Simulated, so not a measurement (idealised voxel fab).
process module | voxel lift off
cross-section cut | 165 nm wide | cells 5 nm
A cross-section is a grid of square cells, given in bands from the top down. A band is one or more rows of cells.
Each band's line starts with the height of the band's top and of its bottom, in nm. Then come its materials from left to right, each with its width in nm. One material with "throughout" fills the band from edge to edge. "air" is empty space.
Height 0 is the level under which the wafer as received is all one material. The lowest band goes on downwards, as in "0 down".
A width such as "30 to 40" changes by the same amount from each row of cells to the next, from the band's top row to its bottom row.
"no change" after a step means that no cell of the cross-section changed.
closed voids: empty space of 8 cells or more with no open way to the top, each as width x height at its distance from the left edge, in nm
after a step's settings: what the simulator itself notes on the step
overlay nm, on a step with a mask: how far to the right of its planned place the mask lay; to the left if negative
plan
1 op RECEIVE | material Si
2 op CONFORMAL_DEP | material SiO2 | thk nm 15
3 op PATTERN | tone open | mask id LINES | material resist | width nm 20 | pitch nm 35 | thk nm 25 | overlay nm 0
4 op DIRECTIONAL_DEP | material Ru | thk nm 15
5 op STRIP | etch materials resist
6 op CONFORMAL_DEP | material SiN | thk nm 10
as received, after step 1
  0 down: Si throughout
  closed voids: none
first wafer at the end, as planned
  40 to 30: air 25 | SiN 110 | air 30
  30 to 25: air 25 | SiN 10 | Ru 20 | SiN 15 | Ru 20 | SiN 15 | Ru 20 | SiN 10 | air 30
  25 to 15: SiN 35 | Ru 20 | SiN 15 | Ru 20 | SiN 15 | Ru 20 | SiN 40
  15 to 0: SiO2 throughout
  0 down: Si throughout
  closed voids: none
second wafer at the end: like start, like plan, one mistake
  40 to 30: SiN throughout
  30 to 15: Ru 35 | SiN 20 | Ru 15 | SiN 20 | Ru 15 | SiN 20 | Ru 40
  15 to 0: SiO2 throughout
  0 down: Si throughout
  closed voids: none
what went wrong: step 3 ran as: op PATTERN | tone cover | mask id LINES | material resist | width nm 20 | pitch nm 35 | thk nm 25 | overlay nm 0
at the end the second wafer has, in cells: 27 more of Ru | 6 more of SiN
